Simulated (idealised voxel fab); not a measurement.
voxel spacer lines: a process module
This is section cut - it's 200 nm across, gridded in 5 nm square cells.
A cross-section in this document is a grid of square cells, and it is written down as bands, the top band listed before the ones below it; a band is made up of one or more rows of cells.
Band: top height; bottom height; in nm. Then, left to right: material with width in nm, for each material. "everywhere": a single material spanning edge to edge. "empty": empty space.
Ref level 0: as-received wafer is one material below here. Bottom band extends down with no lower bound ("z 0 and below").
Read "30 to 40" as a graded width: first number on top, second number at the bottom, same change between each pair of neighbouring rows.
Where the words "no alterations made" appear for a step, the cross-section shows no cell changed by that step; every cell remained as before.
"Sealed void inventory" means: voids of 8 cells or more that are shut off from the top with no open way through. Written width x height at distance, distance from the left edge, in nm.
Read whatever lies past the settings on a step's line as the simulator's own remark about the step.
The setting "overlay nm" may be written on the line of a step. When the step uses a mask, the value reports how far to the right of the planned place the mask lay, and a negative value reports that it lay to the left.

THE PLANNED PROCESS STEPS ARE ENUMERATED HEREUNDER
1,RECEIVE (material Si)
2,CONFORMAL_DEP (material Al2O3; thk nm 10)
3,DIRECTIONAL_DEP (material TiN; thk nm 20)
4,DIRECTIONAL_DEP (material polySi; thk nm 30)
5,PATTERN (tone cover; mask id MANDREL; material resist; width nm 20; pitch nm 60; thk nm 35; overlay nm 0)
6,DIRECTIONAL_ETCH (etch materials polySi; depth nm 30)
7,STRIP (etch materials resist)
8,CONFORMAL_DEP (material SiO2; thk nm 10)
9,DIRECTIONAL_ETCH (etch materials SiO2; depth nm 10)
10,STRIP (etch materials polySi)
11,DIRECTIONAL_ETCH (etch materials TiN; depth nm 20)
12,STRIP (etch materials SiO2)
13,FILL_DEP (material lowk; thk nm 5)
14,CMP (height nm 30)

WHAT FOLLOWS COVERS THE FIRST OF TWO WAFERS; IT RAN AS PLANNED

THE CROSS-SECTION HERE SHOWS THE WAFER AS RECEIVED, I.E. IN ITS STATE AFTER STEP 1
> z 0 and below: Si everywhere
> Sealed void inventory: none

ONCE STEP 2 IS THROUGH, THE WAFER LOOKS LIKE THIS IN CROSS-SECTION
> z 10 to 0: Al2O3 everywhere
> At heights below 0, the structure remains unaltered.

ONCE STEP 3 IS THROUGH, THE WAFER LOOKS LIKE THIS IN CROSS-SECTION
> z 30 to 10: TiN everywhere
> At heights below 10, the structure remains unaltered.

ONCE STEP 4 IS THROUGH, THE WAFER LOOKS LIKE THIS IN CROSS-SECTION
> z 60 to 30: polySi everywhere
> At heights below 30, the structure remains unaltered.

ONCE STEP 5 IS THROUGH, THE WAFER LOOKS LIKE THIS IN CROSS-SECTION
> z 95 to 60: empty 60 nm | resist 20 nm | empty 40 nm | resist 20 nm | empty 60 nm
> At heights below 60, the structure remains unaltered.

ONCE STEP 6 IS THROUGH, THE WAFER LOOKS LIKE THIS IN CROSS-SECTION
> z 95 to 60: empty 60 nm | resist 20 nm | empty 40 nm | resist 20 nm | empty 60 nm
> z 60 to 30: empty 60 nm | polySi 20 nm | empty 40 nm | polySi 20 nm | empty 60 nm
> At heights below 30, the structure remains unaltered.

ONCE STEP 7 IS THROUGH, THE WAFER LOOKS LIKE THIS IN CROSS-SECTION
> z 60 to 30: empty 60 nm | polySi 20 nm | empty 40 nm | polySi 20 nm | empty 60 nm
> At heights below 30, the structure remains unaltered.

ONCE STEP 8 IS THROUGH, THE WAFER LOOKS LIKE THIS IN CROSS-SECTION
> z 70 to 60: empty 50 nm | SiO2 40 nm | empty 20 nm | SiO2 40 nm | empty 50 nm
> z 60 to 40: empty 50 nm | SiO2 10 nm | polySi 20 nm | SiO2 10 nm | empty 20 nm | SiO2 10 nm | polySi 20 nm | SiO2 10 nm | empty 50 nm
> z 40 to 30: SiO2 60 nm | polySi 20 nm | SiO2 40 nm | polySi 20 nm | SiO2 60 nm
> At heights below 30, the structure remains unaltered.

ONCE STEP 9 IS THROUGH, THE WAFER LOOKS LIKE THIS IN CROSS-SECTION
> z 60 to 30: empty 50 nm | SiO2 10 nm | polySi 20 nm | SiO2 10 nm | empty 20 nm | SiO2 10 nm | polySi 20 nm | SiO2 10 nm | empty 50 nm
> At heights below 30, the structure remains unaltered.

ONCE STEP 10 IS THROUGH, THE WAFER LOOKS LIKE THIS IN CROSS-SECTION
> z 60 to 30: empty 50 nm | SiO2 10 nm | empty 20 nm | SiO2 10 nm | empty 20 nm | SiO2 10 nm | empty 20 nm | SiO2 10 nm | empty 50 nm
> At heights below 30, the structure remains unaltered.

ONCE STEP 11 IS THROUGH, THE WAFER LOOKS LIKE THIS IN CROSS-SECTION
> z 60 to 30: empty 50 nm | SiO2 10 nm | empty 20 nm | SiO2 10 nm | empty 20 nm | SiO2 10 nm | empty 20 nm | SiO2 10 nm | empty 50 nm
> z 30 to 10: empty 50 nm | TiN 10 nm | empty 20 nm | TiN 10 nm | empty 20 nm | TiN 10 nm | empty 20 nm | TiN 10 nm | empty 50 nm
> At heights below 10, the structure remains unaltered.

ONCE STEP 12 IS THROUGH, THE WAFER LOOKS LIKE THIS IN CROSS-SECTION
> z 30 to 10: empty 50 nm | TiN 10 nm | empty 20 nm | TiN 10 nm | empty 20 nm | TiN 10 nm | empty 20 nm | TiN 10 nm | empty 50 nm
> At heights below 10, the structure remains unaltered.

ONCE STEP 13 IS THROUGH, THE WAFER LOOKS LIKE THIS IN CROSS-SECTION
> z 35 to 30: lowk everywhere
> z 30 to 10: lowk 50 nm | TiN 10 nm | lowk 20 nm | TiN 10 nm | lowk 20 nm | TiN 10 nm | lowk 20 nm | TiN 10 nm | lowk 50 nm
> At heights below 10, the structure remains unaltered.

ONCE STEP 14 IS THROUGH, THE WAFER LOOKS LIKE THIS IN CROSS-SECTION
> z 30 to 10: lowk 50 nm | TiN 10 nm | lowk 20 nm | TiN 10 nm | lowk 20 nm | TiN 10 nm | lowk 20 nm | TiN 10 nm | lowk 50 nm
> At heights below 10, the structure remains unaltered.

WAFER TWO OF TWO - SAME STARTING POINT, SAME PROCESS PLAN, ONE MISTAKE IN EXECUTION; MATCHES WAFER ONE UP TO AND INCLUDING STEP 4

WHAT THE SECOND WAFER LOOKS LIKE IN CROSS-SECTION WHEN STEP 5 SHOULD HAVE WRAPPED UP
> z 95 to 60: empty 65 nm | resist 15 nm | empty 45 nm | resist 15 nm | empty 60 nm
> At heights below 60, the structure remains unaltered.

WHAT THE SECOND WAFER LOOKS LIKE IN CROSS-SECTION WHEN STEP 6 SHOULD HAVE WRAPPED UP
> z 95 to 60: empty 65 nm | resist 15 nm | empty 45 nm | resist 15 nm | empty 60 nm
> z 60 to 30: empty 65 nm | polySi 15 nm | empty 45 nm | polySi 15 nm | empty 60 nm
> At heights below 30, the structure remains unaltered.

WHAT THE SECOND WAFER LOOKS LIKE IN CROSS-SECTION WHEN STEP 7 SHOULD HAVE WRAPPED UP
> z 60 to 30: empty 65 nm | polySi 15 nm | empty 45 nm | polySi 15 nm | empty 60 nm
> At heights below 30, the structure remains unaltered.

WHAT THE SECOND WAFER LOOKS LIKE IN CROSS-SECTION WHEN STEP 8 SHOULD HAVE WRAPPED UP
> z 70 to 60: empty 55 nm | SiO2 35 nm | empty 25 nm | SiO2 35 nm | empty 50 nm
> z 60 to 40: empty 55 nm | SiO2 10 nm | polySi 15 nm | SiO2 10 nm | empty 25 nm | SiO2 10 nm | polySi 15 nm | SiO2 10 nm | empty 50 nm
> z 40 to 30: SiO2 65 nm | polySi 15 nm | SiO2 45 nm | polySi 15 nm | SiO2 60 nm
> At heights below 30, the structure remains unaltered.

WHAT THE SECOND WAFER LOOKS LIKE IN CROSS-SECTION WHEN STEP 9 SHOULD HAVE WRAPPED UP
> z 60 to 30: empty 55 nm | SiO2 10 nm | polySi 15 nm | SiO2 10 nm | empty 25 nm | SiO2 10 nm | polySi 15 nm | SiO2 10 nm | empty 50 nm
> At heights below 30, the structure remains unaltered.

WHAT THE SECOND WAFER LOOKS LIKE IN CROSS-SECTION WHEN STEP 10 SHOULD HAVE WRAPPED UP
> z 60 to 30: empty 55 nm | SiO2 10 nm | empty 15 nm | SiO2 10 nm | empty 25 nm | SiO2 10 nm | empty 15 nm | SiO2 10 nm | empty 50 nm
> At heights below 30, the structure remains unaltered.

WHAT THE SECOND WAFER LOOKS LIKE IN CROSS-SECTION WHEN STEP 11 SHOULD HAVE WRAPPED UP
> z 60 to 30: empty 55 nm | SiO2 10 nm | empty 15 nm | SiO2 10 nm | empty 25 nm | SiO2 10 nm | empty 15 nm | SiO2 10 nm | empty 50 nm
> z 30 to 10: empty 55 nm | TiN 10 nm | empty 15 nm | TiN 10 nm | empty 25 nm | TiN 10 nm | empty 15 nm | TiN 10 nm | empty 50 nm
> At heights below 10, the structure remains unaltered.

WHAT THE SECOND WAFER LOOKS LIKE IN CROSS-SECTION WHEN STEP 12 SHOULD HAVE WRAPPED UP
> z 30 to 10: empty 55 nm | TiN 10 nm | empty 15 nm | TiN 10 nm | empty 25 nm | TiN 10 nm | empty 15 nm | TiN 10 nm | empty 50 nm
> At heights below 10, the structure remains unaltered.

WHAT THE SECOND WAFER LOOKS LIKE IN CROSS-SECTION WHEN STEP 13 SHOULD HAVE WRAPPED UP
> z 35 to 30: lowk everywhere
> z 30 to 10: lowk 55 nm | TiN 10 nm | lowk 15 nm | TiN 10 nm | lowk 25 nm | TiN 10 nm | lowk 15 nm | TiN 10 nm | lowk 50 nm
> At heights below 10, the structure remains unaltered.

WHAT THE SECOND WAFER LOOKS LIKE IN CROSS-SECTION WHEN STEP 14 SHOULD HAVE WRAPPED UP
> z 30 to 10: lowk 55 nm | TiN 10 nm | lowk 15 nm | TiN 10 nm | lowk 25 nm | TiN 10 nm | lowk 15 nm | TiN 10 nm | lowk 50 nm
> At heights below 10, the structure remains unaltered.
what went wrong: step 5 was processed under conditions differing from the plan, specifically as PATTERN (tone cover; mask id MANDREL; material resist; width nm 15; pitch nm 60; thk nm 35; overlay nm 0)
By the end, you'd get the same cell count for each material on either wafer, but the second wafer puts them somewhere else.
